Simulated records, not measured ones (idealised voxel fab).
process module | voxel air gaps
cross-section cut | 170 nm wide | cells 5 nm
A cross-section is a grid of square cells, given in bands from the top down. A band is one or more rows of cells.
Each band's line starts with the height of the band's top and of its bottom, in nm. Then come its materials from left to right, each with its width in nm. One material with "throughout" fills the band from edge to edge. "air" is empty space.
Height 0 is the level under which the wafer as received is all one material. The lowest band goes on downwards, as in "0 down".
A width such as "30 to 40" changes by the same amount from each row of cells to the next, from the band's top row to its bottom row.
"no change" after a step means that no cell of the cross-section changed.
closed voids: empty space of 8 cells or more with no open way to the top, each as width x height at its distance from the left edge, in nm
after a step's settings: what the simulator itself notes on the step
overlay nm, on a step with a mask: how far to the right of its planned place the mask lay; to the left if negative
plan
1 op RECEIVE | material Si
2 op CONFORMAL_DEP | material SiO2 | thk nm 15
3 op CONFORMAL_DEP | material SiCN | thk nm 5
4 op DIRECTIONAL_DEP | material lowk | thk nm 30
5 op MASKED_ETCH | tone open | mask id LINES | width nm 15 | pitch nm 45 | etch materials lowk | depth nm 30 | overlay nm 0
6 op CONFORMAL_DEP | material TiN | thk nm 5
7 op FILL_DEP | material Cu | thk nm 10
8 op CMP | height nm 50
9 op EPI | material Ru | thk nm 10
10 op SELECTIVE_ETCH | etch materials lowk | depth nm 40
11 op CONFORMAL_DEP | material SiCN | thk nm 5
as received, after step 1
  0 down: Si throughout
  closed voids: none
a wafer at the end: this start, this plan, one mistake
  65 to 60: air 10 | SiCN 135 | air 25
  60 to 50: air 10 | SiCN 5 | Ru 35 | SiCN 10 | Ru 35 | SiCN 10 | Ru 35 | SiCN 5 | air 25
  50 to 45: air 10 | SiCN 15 | TiN 5 | Cu 5 | TiN 5 | SiCN 30 | TiN 5 | Cu 5 | TiN 5 | SiCN 30 | TiN 5 | Cu 5 | TiN 5 | SiCN 15 | air 25
  45 to 25: air 20 | SiCN 5 | TiN 5 | Cu 5 | TiN 5 | SiCN 5 | air 20 | SiCN 5 | TiN 5 | Cu 5 | TiN 5 | SiCN 5 | air 20 | SiCN 5 | TiN 5 | Cu 5 | TiN 5 | SiCN 5 | air 35
  25 to 20: SiCN 25 | TiN 15 | SiCN 30 | TiN 15 | SiCN 30 | TiN 15 | SiCN 40
  20 to 15: SiCN throughout
  15 to 0: SiO2 throughout
  0 down: Si throughout
  closed voids: 20 x 20 at 45; 20 x 20 at 90
what went wrong: step 5 ran as: op MASKED_ETCH | tone open | mask id LINES | width nm 15 | pitch nm 45 | etch materials lowk | depth nm 30 | overlay nm -5
